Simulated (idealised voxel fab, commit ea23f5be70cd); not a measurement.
Process module in this document: voxel self aligned contacts
The width of the displayed cross-section, cut, is 300 nm; its cells are square, with a size of 5 nm.
When this document writes out a cross-section, it uses a grid of square cells and lists it as bands, beginning at the top and moving down, with a band standing for one or more rows of cells. Band entry format. Leading values: height of top, height of bottom, nm. Remainder: materials in left-to-right order, each with its width in nm. Special words: "throughout" on a single material, which then fills the band edge to edge; "air", empty space. Where do heights start? At 0: under that level the wafer as delivered is made of one material only. And the lowest band has no floor; it just carries on downward, as in "0 nm and below". So if you see something like "30 to 40" for the width, read it as the top row of the band sitting at the first number and the bottom row at the second, with every row in between moving by the same amount as the last. For the purposes of this document, the phrase "nothing got changed" attached to a step denotes that no cell within the cross-section was modified by that step. Listed in "Closed internal voids": every empty space of 8 or more cells without an open way to the top. Form: width x height at distance, the distance being from the left edge, all in nm. That trailing text on a step's line, after the settings, is the simulator's own remark on the step. Each step line may optionally specify "overlay nm", which for a step with a mask gives the rightward distance between the mask's planned place and where it lay, a negative value indicating the leftward direction.

# Planned process steps
1) RECEIVE: material Si
2) OXIDIZE: depth nm 5
3) DIRECTIONAL_DEP: material polySi, thk nm 25
4) DIRECTIONAL_DEP: material SiN, thk nm 25
5) PATTERN: tone cover, mask id GATE, material resist, width nm 25, pitch nm 65, thk nm 15, overlay nm 0
6) DIRECTIONAL_ETCH: etch materials SiN, depth nm 25
7) DIRECTIONAL_ETCH: etch materials polySi, depth nm 25
8) STRIP: etch materials resist
9) CONFORMAL_DEP: material SiN, thk nm 10
10) DIRECTIONAL_ETCH: etch materials SiN, depth nm 10
11) FILL_DEP: material SiO2, thk nm 15
12) CMP: height nm 60
13) MASKED_ETCH: tone open, mask id CONTACT, width nm 50, etch materials SiO2, depth nm 65, overlay nm 0
14) CONFORMAL_DEP: material TiN, thk nm 5
15) FILL_DEP: material Ru, thk nm 5
16) CMP: height nm 60
17) CONFORMAL_DEP: material SiCN, thk nm 5

# As received (post step 1): cross-section
	0 nm and below: Si throughout
	Closed internal voids: none

# Module complete - cross-section of the first of two wafers, run according to plan
	65 nm to 60 nm: SiCN throughout
	60 nm to 50 nm: 125 SiO2; 5 to 20 TiN; 40 to 10 Ru; 5 to 20 TiN; 125 SiO2
	50 nm to 25 nm: 95 SiO2; 45 SiN; 5 TiN; 10 Ru; 5 TiN; 45 SiN; 95 SiO2
	25 nm to 0 nm: 95 SiO2; 10 SiN; 25 polySi; 10 SiN; 5 TiN; 10 Ru; 5 TiN; 10 SiN; 25 polySi; 10 SiN; 95 SiO2
	0 nm to -5 nm: 140 SiO2; 20 TiN; 140 SiO2
	-5 nm and below: Si throughout
	Closed internal voids: none

# Second wafer through the module, sectioned at the end: same beginning and same plan as the first wafer, with one mistake in carrying it out
	65 nm to 60 nm: SiCN throughout
	60 nm to 55 nm: 125 SiO2; 5 TiN; 40 Ru; 5 TiN; 125 SiO2
	55 nm to 50 nm: 125 SiO2; 50 TiN; 125 SiO2
	50 nm to 25 nm: 90 SiO2; 55 SiN; 10 TiN; 55 SiN; 90 SiO2
	25 nm to 0 nm: 90 SiO2; 10 SiN; 35 polySi; 10 SiN; 10 TiN; 10 SiN; 35 polySi; 10 SiN; 90 SiO2
	0 nm to -5 nm: 145 SiO2; 10 TiN; 145 SiO2
	-5 nm and below: Si throughout
	Closed internal voids: none
The mistake made against the process plan was this: step 5 was processed under conditions differing from the plan, specifically as PATTERN: tone cover, mask id GATE, material resist, width nm 35, pitch nm 65, thk nm 15, overlay nm 0
Final wafer comparison in cells, second versus first, more or fewer per material: 22 fewer of Ru, 20 more of SiN, 18 fewer of SiO2, 20 more of polySi
